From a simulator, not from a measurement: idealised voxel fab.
Process module, titled voxel self aligned vias
cross-section cut | 245 nm wide | cells 5 nm
For the purposes of this document, a cross-section shall be understood as a grid of square cells, specified as bands listed in top-to-bottom order, each band consisting of one or more rows of cells. Each band's line starts with the height of the band's top and of its bottom, in nm. Then come its materials from left to right, each with its width in nm. One material with "throughout" fills the band from edge to edge. "empty" is empty space. Measure heights from 0. That's the level where, below it, the as-received wafer is all one material. The lowest band is bottomless and extends downward; write it as in "0 and below". The expression "30..40" gives the width at the extremes of the band, the first number at its top row of cells and the second at its bottom row, with the width changing by equal amounts from each row to the next in between. Basically "nothing altered" means that step didn't change any cell in the cross-section. "Encapsulated voids" specifies each empty space that is not open to the top and that occupies no fewer than 8 cells, using the form width x height at distance, the distance measured from the left edge and all three quantities in nm. Anything after a step's settings on that line? It's the simulator's own note about the step. overlay nm: where the mask lay relative to plan, measured to the right, on steps with a mask; negatives go left.

[plan]
step 1: RECEIVE [material Si]
step 2: CONFORMAL_DEP [material SiO2] [thk nm 10]
step 3: CONFORMAL_DEP [material SiCN] [thk nm 5]
step 4: DIRECTIONAL_DEP [material SiO2] [thk nm 20]
step 5: DIRECTIONAL_DEP [material aC] [thk nm 10]
step 6: PATTERN [tone open] [mask id LINES] [material resist] [width nm 30] [pitch nm 60] [thk nm 30] [overlay nm 0]
step 7: DIRECTIONAL_ETCH [etch materials aC] [depth nm 10]
step 8: STRIP [etch materials resist]
step 9: DIRECTIONAL_ETCH [etch materials SiO2] [depth nm 20]
step 10: STRIP [etch materials aC]
step 11: CONFORMAL_DEP [material TiN] [thk nm 5]
step 12: FILL_DEP [material W] [thk nm 10]
step 13: CMP [height nm 35]
step 14: SELECTIVE_ETCH [etch materials W Ru TiN] [depth nm 10]
step 15: FILL_DEP [material SiN] [thk nm 10]
step 16: CMP [height nm 35]
step 17: DIRECTIONAL_DEP [material SiO2] [thk nm 15]
step 18: MASKED_ETCH [tone open] [mask id VIAS] [width nm 40] [etch materials SiO2] [depth nm 15] [overlay nm 0]
step 19: MASKED_ETCH [tone open] [mask id VIAS] [width nm 40] [etch materials SiN] [depth nm 10] [overlay nm 0]
step 20: CONFORMAL_DEP [material TiN] [thk nm 5]
step 21: FILL_DEP [material W] [thk nm 5]
step 22: CMP [height nm 50]
step 23: CONFORMAL_DEP [material SiN] [thk nm 5]

[first wafer, as planned]

[Cross-section of the wafer at receipt, which is the condition after step 1]
> 0 and below = Si throughout
> Encapsulated voids: none

[So this is the wafer cross-section right after step 2]
> 10 down to 0 = SiO2 throughout
> Below 0, the layers are the same as they were.

[So this is the wafer cross-section right after step 3]
> 15 down to 10 = SiCN throughout
> Below 10, the layers are the same as they were.

[So this is the wafer cross-section right after step 4]
> 35 down to 15 = SiO2 throughout
> Below 15, the layers are the same as they were.

[So this is the wafer cross-section right after step 5]
> 45 down to 35 = aC throughout
> Below 35, the layers are the same as they were.

[So this is the wafer cross-section right after step 6]
> 75 down to 45 = resist 75 nm; empty 30 nm; resist 30 nm; empty 30 nm; resist 80 nm
> Below 45, the layers are the same as they were.

[So this is the wafer cross-section right after step 7]
> 65 down to 45 = resist 75 nm; empty 30 nm; resist 30 nm; empty 30 nm; resist 80 nm
> 45 down to 35 = aC 75 nm; empty 30 nm; aC 30 nm; empty 30 nm; aC 80 nm
> Below 35, the layers are the same as they were.

[So this is the wafer cross-section right after step 8]
> 45 down to 35 = aC 75 nm; empty 30 nm; aC 30 nm; empty 30 nm; aC 80 nm
> Below 35, the layers are the same as they were.

[So this is the wafer cross-section right after step 9]
> 45 down to 35 = aC 75 nm; empty 30 nm; aC 30 nm; empty 30 nm; aC 80 nm
> 35 down to 15 = SiO2 75 nm; empty 30 nm; SiO2 30 nm; empty 30 nm; SiO2 80 nm
> Below 15, the layers are the same as they were.

[So this is the wafer cross-section right after step 10]
> 35 down to 15 = SiO2 75 nm; empty 30 nm; SiO2 30 nm; empty 30 nm; SiO2 80 nm
> Below 15, the layers are the same as they were.

[So this is the wafer cross-section right after step 11]
> 40 down to 35 = TiN 80 nm; empty 20 nm; TiN 40 nm; empty 20 nm; TiN 85 nm
> 35 down to 20 = SiO2 75 nm; TiN 5 nm; empty 20 nm; TiN 5 nm; SiO2 30 nm; TiN 5 nm; empty 20 nm; TiN 5 nm; SiO2 80 nm
> 20 down to 15 = SiO2 75 nm; TiN 30 nm; SiO2 30 nm; TiN 30 nm; SiO2 80 nm
> Below 15, the layers are the same as they were.

[So this is the wafer cross-section right after step 12]
> 50 down to 40 = W throughout
> 40 down to 35 = TiN 80 nm; W 20 nm; TiN 40 nm; W 20 nm; TiN 85 nm
> 35 down to 20 = SiO2 75 nm; TiN 5 nm; W 20 nm; TiN 5 nm; SiO2 30 nm; TiN 5 nm; W 20 nm; TiN 5 nm; SiO2 80 nm
> Below 20, the layers are the same as they were.

[So this is the wafer cross-section right after step 13]
> 35 down to 20 = SiO2 75 nm; TiN 5 nm; W 20 nm; TiN 5 nm; SiO2 30 nm; TiN 5 nm; W 20 nm; TiN 5 nm; SiO2 80 nm
> Below 20, the layers are the same as they were.

[So this is the wafer cross-section right after step 14]
> 35 down to 25 = SiO2 75 nm; empty 30 nm; SiO2 30 nm; empty 30 nm; SiO2 80 nm
> Below 25, the layers are the same as they were.

[So this is the wafer cross-section right after step 15]
> 45 down to 35 = SiN throughout
> 35 down to 25 = SiO2 75 nm; SiN 30 nm; SiO2 30 nm; SiN 30 nm; SiO2 80 nm
> Below 25, the layers are the same as they were.

[So this is the wafer cross-section right after step 16]
> 35 down to 25 = SiO2 75 nm; SiN 30 nm; SiO2 30 nm; SiN 30 nm; SiO2 80 nm
> Below 25, the layers are the same as they were.

[So this is the wafer cross-section right after step 17]
> 50 down to 35 = SiO2 throughout
> Below 35, the layers are the same as they were.

[So this is the wafer cross-section right after step 18]
> 50 down to 35 = SiO2 70 nm; empty 40 nm; SiO2 135 nm
> Below 35, the layers are the same as they were.

[So this is the wafer cross-section right after step 19]
> 50 down to 35 = SiO2 70 nm; empty 40 nm; SiO2 135 nm
> 35 down to 25 = SiO2 75 nm; empty 30 nm; SiO2 30 nm; SiN 30 nm; SiO2 80 nm
> Below 25, the layers are the same as they were.

[So this is the wafer cross-section right after step 20]
> 55 down to 50 = TiN 75 nm; empty 30 nm; TiN 140 nm
> 50 down to 40 = SiO2 70 nm; TiN 5 nm; empty 30 nm; TiN 5 nm; SiO2 135 nm
> 40 down to 35 = SiO2 70 nm; TiN 10 nm; empty 20 nm; TiN 10 nm; SiO2 135 nm
> 35 down to 30 = SiO2 75 nm; TiN 5 nm; empty 20 nm; TiN 5 nm; SiO2 30 nm; SiN 30 nm; SiO2 80 nm
> 30 down to 25 = SiO2 75 nm; TiN 30 nm; SiO2 30 nm; SiN 30 nm; SiO2 80 nm
> Below 25, the layers are the same as they were.

[So this is the wafer cross-section right after step 21]
> 60 down to 55 = W throughout
> 55 down to 50 = TiN 75 nm; W 30 nm; TiN 140 nm
> 50 down to 40 = SiO2 70 nm; TiN 5 nm; W 30 nm; TiN 5 nm; SiO2 135 nm
> 40 down to 35 = SiO2 70 nm; TiN 10 nm; W 20 nm; TiN 10 nm; SiO2 135 nm
> 35 down to 30 = SiO2 75 nm; TiN 5 nm; W 20 nm; TiN 5 nm; SiO2 30 nm; SiN 30 nm; SiO2 80 nm
> Below 30, the layers are the same as they were.

[So this is the wafer cross-section right after step 22]
> 50 down to 40 = SiO2 70 nm; TiN 5 nm; W 30 nm; TiN 5 nm; SiO2 135 nm
> Below 40, the layers are the same as they were.

[So this is the wafer cross-section right after step 23]
> 55 down to 50 = SiN throughout
> Below 50, the layers are the same as they were.

[For the second wafer, take the first wafer's start and plan, then add one mistake made in running it; everything through step 17, that step included, is shared with the first]

[Cross-section: second wafer, time at which step 18 was scheduled to end]
> 50 down to 35 = SiO2 70 nm; empty 40 nm; SiO2 135 nm
> 35 down to 25 = SiO2 70 nm; empty 5 nm; SiN 30 nm; empty 5 nm; SiO2 25 nm; SiN 30 nm; SiO2 80 nm
> Below 25, the layers are the same as they were.

[Cross-section: second wafer, time at which step 19 was scheduled to end]
> 50 down to 35 = SiO2 70 nm; empty 40 nm; SiO2 135 nm
> 35 down to 25 = SiO2 70 nm; empty 40 nm; SiO2 25 nm; SiN 30 nm; SiO2 80 nm
> Below 25, the layers are the same as they were.

[Cross-section: second wafer, time at which step 20 was scheduled to end]
> 55 down to 50 = TiN 75 nm; empty 30 nm; TiN 140 nm
> 50 down to 35 = SiO2 70 nm; TiN 5 nm; empty 30 nm; TiN 5 nm; SiO2 135 nm
> 35 down to 30 = SiO2 70 nm; TiN 5 nm; empty 30 nm; TiN 5 nm; SiO2 25 nm; SiN 30 nm; SiO2 80 nm
> 30 down to 25 = SiO2 70 nm; TiN 40 nm; SiO2 25 nm; SiN 30 nm; SiO2 80 nm
> Below 25, the layers are the same as they were.

[Cross-section: second wafer, time at which step 21 was scheduled to end]
> 60 down to 55 = W throughout
> 55 down to 50 = TiN 75 nm; W 30 nm; TiN 140 nm
> 50 down to 35 = SiO2 70 nm; TiN 5 nm; W 30 nm; TiN 5 nm; SiO2 135 nm
> 35 down to 30 = SiO2 70 nm; TiN 5 nm; W 30 nm; TiN 5 nm; SiO2 25 nm; SiN 30 nm; SiO2 80 nm
> Below 30, the layers are the same as they were.

[Cross-section: second wafer, time at which step 22 was scheduled to end]
> 50 down to 35 = SiO2 70 nm; TiN 5 nm; W 30 nm; TiN 5 nm; SiO2 135 nm
> Below 35, the layers are the same as they were.

[Cross-section: second wafer, time at which step 23 was scheduled to end]
> 55 down to 50 = SiN throughout
> Below 50, the layers are the same as they were.
What was the processing mistake? step 18, actual vs plan mismatch, actual run MASKED_ETCH [tone open] [mask id VIAS] [width nm 40] [etch materials SiO2] [depth nm 25] [overlay nm 0]
Heads up, by the end the second wafer has more or fewer cells of some materials compared to the first: SiO2: 4 fewer; W: 4 more
